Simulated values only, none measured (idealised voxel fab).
process module | voxel self aligned contacts
cross-section cut | 235 nm wide | cells 5 nm
A cross-section is a grid of square cells, given in bands from the top down. A band is one or more rows of cells.
Each band's line starts with the height of the band's top and of its bottom, in nm. Then come its materials from left to right, each with its width in nm. One material with "throughout" fills the band from edge to edge. "air" is empty space.
Height 0 is the level under which the wafer as received is all one material. The lowest band goes on downwards, as in "0 down".
A width such as "30 to 40" changes by the same amount from each row of cells to the next, from the band's top row to its bottom row.
"no change" after a step means that no cell of the cross-section changed.
closed voids: empty space of 8 cells or more with no open way to the top, each as width x height at its distance from the left edge, in nm
after a step's settings: what the simulator itself notes on the step
overlay nm, on a step with a mask: how far to the right of its planned place the mask lay; to the left if negative
plan
1 op RECEIVE | material Si
2 op CONFORMAL_DEP | material SiO2 | thk nm 5
3 op DIRECTIONAL_DEP | material polySi | thk nm 20
4 op DIRECTIONAL_DEP | material SiN | thk nm 20
5 op DIRECTIONAL_DEP | material aC | thk nm 10
6 op PATTERN | tone cover | mask id GATE | material resist | width nm 35 | pitch nm 75 | thk nm 25 | overlay nm 0
7 op DIRECTIONAL_ETCH | etch materials aC | depth nm 10
8 op STRIP | etch materials resist
9 op DIRECTIONAL_ETCH | etch materials SiN | depth nm 20
10 op DIRECTIONAL_ETCH | etch materials polySi | depth nm 20
11 op STRIP | etch materials aC
12 op CONFORMAL_DEP | material SiN | thk nm 10
13 op DIRECTIONAL_ETCH | etch materials SiN | depth nm 10
14 op FILL_DEP | material SiO2 | thk nm 20
15 op CMP | height nm 55
16 op PATTERN | tone open | mask id CONTACT | material resist | width nm 60 | pitch nm 75 | thk nm 15 | overlay nm 0
17 op DIRECTIONAL_ETCH | etch materials SiO2 | depth nm 55
18 op STRIP | etch materials resist
19 op CONFORMAL_DEP | material TiN | thk nm 5
20 op FILL_DEP | material W | thk nm 5
21 op CMP | height nm 55
22 op CONFORMAL_DEP | material SiN | thk nm 5
as received, after step 1
  0 down: Si throughout
  closed voids: none
first wafer at the end, as planned
  60 to 55: SiN throughout
  55 to 45: SiO2 50 | TiN 5 to 25 | W 50 to 10 | TiN 5 to 25 | SiO2 15 | TiN 5 to 25 | W 50 to 10 | TiN 5 to 25 | SiO2 50
  45 to 25: SiO2 15 | SiN 55 | TiN 5 | W 10 | TiN 5 | SiN 55 | TiN 5 | W 10 | TiN 5 | SiN 55 | SiO2 15
  25 to 5: SiO2 15 | SiN 10 | polySi 35 | SiN 10 | TiN 5 | W 10 | TiN 5 | SiN 10 | polySi 35 | SiN 10 | TiN 5 | W 10 | TiN 5 | SiN 10 | polySi 35 | SiN 10 | SiO2 15
  5 to 0: SiO2 70 | TiN 20 | SiO2 55 | TiN 20 | SiO2 70
  0 down: Si throughout
  closed voids: none
second wafer at the end: like start, like plan, one mistake
  60 to 55: SiN throughout
  55 to 40: SiO2 50 | TiN 5 | W 50 | TiN 5 | SiO2 15 | TiN 5 | W 50 | TiN 5 | SiO2 50
  40 to 35: SiO2 50 | TiN 15 | W 30 | TiN 15 | SiO2 15 | TiN 15 | W 30 | TiN 15 | SiO2 50
  35 to 25: SiO2 25 | SiN 35 | TiN 5 | W 30 | TiN 5 | SiN 35 | TiN 5 | W 30 | TiN 5 | SiN 35 | SiO2 25
  25 to 5: SiO2 25 | polySi 35 | TiN 5 | W 30 | TiN 5 | polySi 35 | TiN 5 | W 30 | TiN 5 | polySi 35 | SiO2 25
  5 to 0: SiO2 60 | TiN 40 | SiO2 35 | TiN 40 | SiO2 60
  0 down: Si throughout
  closed voids: none
what went wrong: step 12 was left out
at the end the second wafer has, in cells: 138 fewer of SiN | 50 more of SiO2 | 88 more of W
